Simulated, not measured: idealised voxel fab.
Process module, titled voxel self aligned contacts
Cross-sectional view cut (width: 250 nm; square cell size: 5 nm).
Format of a cross-section: grid, square cells. Given as bands. Order: top down. Band: one or more rows of cells. Top height, bottom height, nm. Materials left to right, width each, nm. Single material + "all across" = fills band edge to edge. "air" = empty. Ref level 0: as-received wafer is one material below here. Bottom band extends down with no lower bound ("z 0 and below"). Per-row width for "30->40": begins at first number (top row of band), ends at second number (bottom row), increment between rows held constant. For the purposes of this document, the phrase "no change" attached to a step denotes that no cell within the cross-section was modified by that step. Empty spaces without an open route to the top, at least 8 cells in extent, make up the entry "Enclosed void inventory"; each is given as width x height at distance, where the distance is measured from the left edge, and all are in nm. Step line, after settings: the simulator's comment on this step. overlay nm: on a step with a mask, how far right of its planned place the mask lay; negative means left.
Intended process steps:
| 1 | RECEIVE: material Si |
| 2 | CONFORMAL_DEP: material SiO2, thk nm 5 |
| 3 | DIRECTIONAL_DEP: material polySi, thk nm 25 |
| 4 | DIRECTIONAL_DEP: material SiN, thk nm 20 |
| 5 | DIRECTIONAL_DEP: material aC, thk nm 10 |
| 6 | PATTERN: tone cover, mask id GATE, material resist, width nm 35, pitch nm 70, thk nm 30, overlay nm 0 |
| 7 | DIRECTIONAL_ETCH: etch materials aC, depth nm 10 |
| 8 | STRIP: etch materials resist |
| 9 | DIRECTIONAL_ETCH: etch materials SiN, depth nm 20 |
| 10 | DIRECTIONAL_ETCH: etch materials polySi, depth nm 25 |
| 11 | STRIP: etch materials aC |
| 12 | CONFORMAL_DEP: material SiN, thk nm 5 |
| 13 | DIRECTIONAL_ETCH: etch materials SiN, depth nm 5 |
| 14 | FILL_DEP: material SiO2, thk nm 15 |
| 15 | CMP: height nm 60 |
| 16 | DIRECTIONAL_DEP: material aC, thk nm 10 |
| 17 | PATTERN: tone open, mask id CONTACT, material resist, width nm 55, pitch nm 70, thk nm 25, overlay nm 0 |
| 18 | DIRECTIONAL_ETCH: etch materials aC, depth nm 10 |
| 19 | STRIP: etch materials resist |
| 20 | DIRECTIONAL_ETCH: etch materials SiO2, depth nm 60 |
| 21 | STRIP: etch materials aC |
| 22 | CONFORMAL_DEP: material TiN, thk nm 5 |
| 23 | FILL_DEP: material Ru, thk nm 10 |
| 24 | CMP: height nm 60 |
| 25 | CONFORMAL_DEP: material SiN, thk nm 5 |
Shown in cross-section is the wafer as received, that is, as it stands after step 1:
* z 0 and below | Si all across
* Enclosed void inventory: none
This is how the wafer looks in cross-section once the module is done, given the starting state and plan above and one mistake in carrying the plan out:
* z 65 to 60 | SiN all across
* z 60 to 50 | 60 of SiO2 / 5->30 of TiN / 45->15 of Ru / 5->10 of TiN / 15 of SiO2 / 5->30 of TiN / 45->15 of Ru / 5->10 of TiN / 65 of SiO2
* z 50 to 30 | 40 of SiO2 / 45 of SiN / 5 of TiN / 15 of Ru / 5 of TiN / 45 of SiN / 5 of TiN / 15 of Ru / 5 of TiN / 45 of SiN / 25 of SiO2
* z 30 to 5 | 40 of SiO2 / 5 of SiN / 35 of polySi / 5 of SiN / 5 of TiN / 15 of Ru / 5 of TiN / 5 of SiN / 35 of polySi / 5 of SiN / 5 of TiN / 15 of Ru / 5 of TiN / 5 of SiN / 35 of polySi / 5 of SiN / 25 of SiO2
* z 5 to 0 | 85 of SiO2 / 25 of TiN / 45 of SiO2 / 25 of TiN / 70 of SiO2
* z 0 and below | Si all across
* Enclosed void inventory: none
Finding, execution versus plan: step 6 was run on a setting that differed from the plan, and what really ran there is PATTERN: tone cover, mask id GATE, material resist, width nm 35, pitch nm 70, thk nm 30, overlay nm 10
